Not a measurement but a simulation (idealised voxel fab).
process module | voxel quadruple lines
cross-section cut | 260 nm wide | cells 5 nm
A cross-section is a grid of square cells, given in bands from the top down. A band is one or more rows of cells.
Each band's line starts with the height of the band's top and of its bottom, in nm. Then come its materials from left to right, each with its width in nm. One material with "throughout" fills the band from edge to edge. "air" is empty space.
Height 0 is the level under which the wafer as received is all one material. The lowest band goes on downwards, as in "0 down".
A width such as "30 to 40" changes by the same amount from each row of cells to the next, from the band's top row to its bottom row.
"no change" after a step means that no cell of the cross-section changed.
closed voids: empty space of 8 cells or more with no open way to the top, each as width x height at its distance from the left edge, in nm
after a step's settings: what the simulator itself notes on the step
overlay nm, on a step with a mask: how far to the right of its planned place the mask lay; to the left if negative
plan
1 op RECEIVE | material Si
2 op CONFORMAL_DEP | material Al2O3 | thk nm 5
3 op DIRECTIONAL_DEP | material W | thk nm 15
4 op DIRECTIONAL_DEP | material polySi | thk nm 20
5 op DIRECTIONAL_DEP | material aC | thk nm 20
6 op PATTERN | tone cover | mask id MANDREL | material resist | width nm 20 | thk nm 30 | overlay nm 0
7 op DIRECTIONAL_ETCH | etch materials aC | depth nm 20
8 op STRIP | etch materials resist
9 op CONFORMAL_DEP | material SiO2 | thk nm 10
10 op DIRECTIONAL_ETCH | etch materials SiO2 | depth nm 10
11 op STRIP | etch materials aC
12 op DIRECTIONAL_ETCH | etch materials polySi | depth nm 20
13 op STRIP | etch materials SiO2
14 op CONFORMAL_DEP | material SiCN | thk nm 5
15 op DIRECTIONAL_ETCH | etch materials SiCN | depth nm 5
16 op STRIP | etch materials polySi
17 op DIRECTIONAL_ETCH | etch materials W | depth nm 15
18 op STRIP | etch materials SiCN
as received, after step 1
  0 down: Si throughout
  closed voids: none
a wafer at the end: this start, this plan, one mistake
  20 to 10: air 105 | W 5 | air 10 | W 5 | air 10 | W 5 | air 10 | W 5 | air 105
  10 to 5: W throughout
  5 to 0: Al2O3 throughout
  0 down: Si throughout
  closed voids: none
what went wrong: step 17 ran as: op DIRECTIONAL_ETCH | etch materials W | depth nm 10
